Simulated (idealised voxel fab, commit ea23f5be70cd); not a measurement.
Process module in this document: voxel double patterning
It is cross-section cut that appears here, measuring 260 nm in width, its square cells being 5 nm in size.
Square cells in a grid make up a cross-section in this document, and the grid is given as bands, listed from the top down, each one or more rows of cells.
A band entry consists of two parts. The first gives the height of the band's top and the height of its bottom, in nm. The rest lists the band's materials from left to right, each with its width in nm. A single material labelled with the word "full width" fills the band from edge to edge, and the word "empty" marks empty space.
Zero point of the height axis is 0; under it, received wafer = one material. Lowest band: continues down indefinitely, "0 -> down".
The width entry "30..40" should be interpreted row by row: the top row of cells in the band takes the first number, the bottom row takes the second number, and the change between adjacent rows is uniform throughout.
It should be understood that the words "all unchanged", when stated for a given step, signify that the cross-section underwent no change in any of its cells during that step.
Under "Enclosed cavities" you'll find the enclosed gaps, the ones with no way out to the top, that are 8 cells or bigger; each reads width x height at distance, with distance counted from the left edge, everything in nm.
What comes after the settings on a step's line is commentary from the simulator itself on that step.
overlay nm: how far to the right of its planned place the mask lay on this masked step (negative: to the left).
PLAN
- 1: RECEIVE [material Si]
- 2: CONFORMAL_DEP [material SiN] [thk nm 10]
- 3: DIRECTIONAL_DEP [material SiO2] [thk nm 15]
- 4: DIRECTIONAL_DEP [material SiCN] [thk nm 10]
- 5: PATTERN [tone open] [mask id FIRST] [material resist] [width nm 15] [pitch nm 50] [thk nm 15] [overlay nm 0]
- 6: DIRECTIONAL_ETCH [etch materials SiCN] [depth nm 10]
- 7: STRIP [etch materials resist]
- 8: DIRECTIONAL_DEP [material aC] [thk nm 15]
- 9: PATTERN [tone open] [mask id SECOND] [material resist] [width nm 15] [thk nm 35] [overlay nm -15]
- 10: DIRECTIONAL_ETCH [etch materials aC] [depth nm 15]
- 11: STRIP [etch materials resist]
- 12: DIRECTIONAL_ETCH [etch materials SiCN] [depth nm 10]
- 13: STRIP [etch materials aC]
- 14: DIRECTIONAL_ETCH [etch materials SiO2] [depth nm 15]
- 15: STRIP [etch materials SiCN]
For this document, wafers share an identical start and vary in the step 9 overlay nm; the plan quotes the first wafer's value.
AS RECEIVED, I.E. AFTER STEP 1: CROSS-SECTION THROUGH THE FIRST OF SEVERAL WAFERS
0 -> down: Si full width
Enclosed cavities: none
LAST STEP OF THE MODULE IS STEP 15; AFTER IT, THE FIRST OF SEVERAL WAFERS IN CROSS-SECTION
25 -> 10: 95 of SiO2 / 25 of empty / 25 of SiO2 / 15 of empty / 100 of SiO2
10 -> 0: SiN full width
0 -> down: Si full width
Enclosed cavities: none
THE MODULE'S END: A CROSS-SECTION OF THE LAST WAFER
25 -> 10: 95 of SiO2 / 15 of empty / 25 of SiO2 / 25 of empty / 100 of SiO2
10 -> 0: SiN full width
0 -> down: Si full width
Enclosed cavities: none
THE TABLE BELOW HAS ONE ROW FOR EACH WAFER; A ROW SHOWS, AS OF THE END OF THE MODULE, HOW MANY CELLS OF EACH MATERIAL THE WAFER HAS GAINED, MARKED (+), OR LOST, MARKED (-), SINCE IT WAS RECEIVED, AND THEN THE WAFER'S CLOSED VOIDS
overlay nm -15 | +104 SiN | +132 SiO2 | Enclosed cavities: none
overlay nm -10 | +104 SiN | +129 SiO2 | Enclosed cavities: none
overlay nm -5 | +104 SiN | +129 SiO2 | Enclosed cavities: none
overlay nm 0 | +104 SiN | +129 SiO2 | Enclosed cavities: none
overlay nm 5 | +104 SiN | +129 SiO2 | Enclosed cavities: none
overlay nm 10 | +104 SiN | +129 SiO2 | Enclosed cavities: none
overlay nm 15 | +104 SiN | +132 SiO2 | Enclosed cavities: none
